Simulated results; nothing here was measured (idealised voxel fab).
process module | voxel tone inversion
cross-section cut | 290 nm wide | cells 5 nm
A cross-section is a grid of square cells, given in bands from the top down. A band is one or more rows of cells.
Each band's line starts with the height of the band's top and of its bottom, in nm. Then come its materials from left to right, each with its width in nm. One material with "throughout" fills the band from edge to edge. "air" is empty space.
Height 0 is the level under which the wafer as received is all one material. The lowest band goes on downwards, as in "0 down".
A width such as "30 to 40" changes by the same amount from each row of cells to the next, from the band's top row to its bottom row.
"no change" after a step means that no cell of the cross-section changed.
closed voids: empty space of 8 cells or more with no open way to the top, each as width x height at its distance from the left edge, in nm
after a step's settings: what the simulator itself notes on the step
overlay nm, on a step with a mask: how far to the right of its planned place the mask lay; to the left if negative
plan
1 op RECEIVE | material Si
2 op CONFORMAL_DEP | material SiCN | thk nm 5
3 op DIRECTIONAL_DEP | material polySi | thk nm 15
4 op PATTERN | tone cover | mask id POSTS | material resist | width nm 20 | pitch nm 45 | thk nm 25 | overlay nm 0
5 op DIRECTIONAL_ETCH | etch materials polySi | depth nm 15
6 op STRIP | etch materials resist
7 op FILL_DEP | material SiO2 | thk nm 10
8 op CMP | height nm 20
9 op STRIP | etch materials polySi
as received, after step 1
  0 down: Si throughout
  closed voids: none
a wafer at the end: this start, this plan, one mistake
  20 to 5: air 110 | SiO2 20 | air 25 | SiO2 20 | air 115
  5 to 0: SiCN throughout
  0 down: Si throughout
  closed voids: none
what went wrong: step 4 ran as: op PATTERN | tone open | mask id POSTS | material resist | width nm 20 | pitch nm 45 | thk nm 25 | overlay nm 0
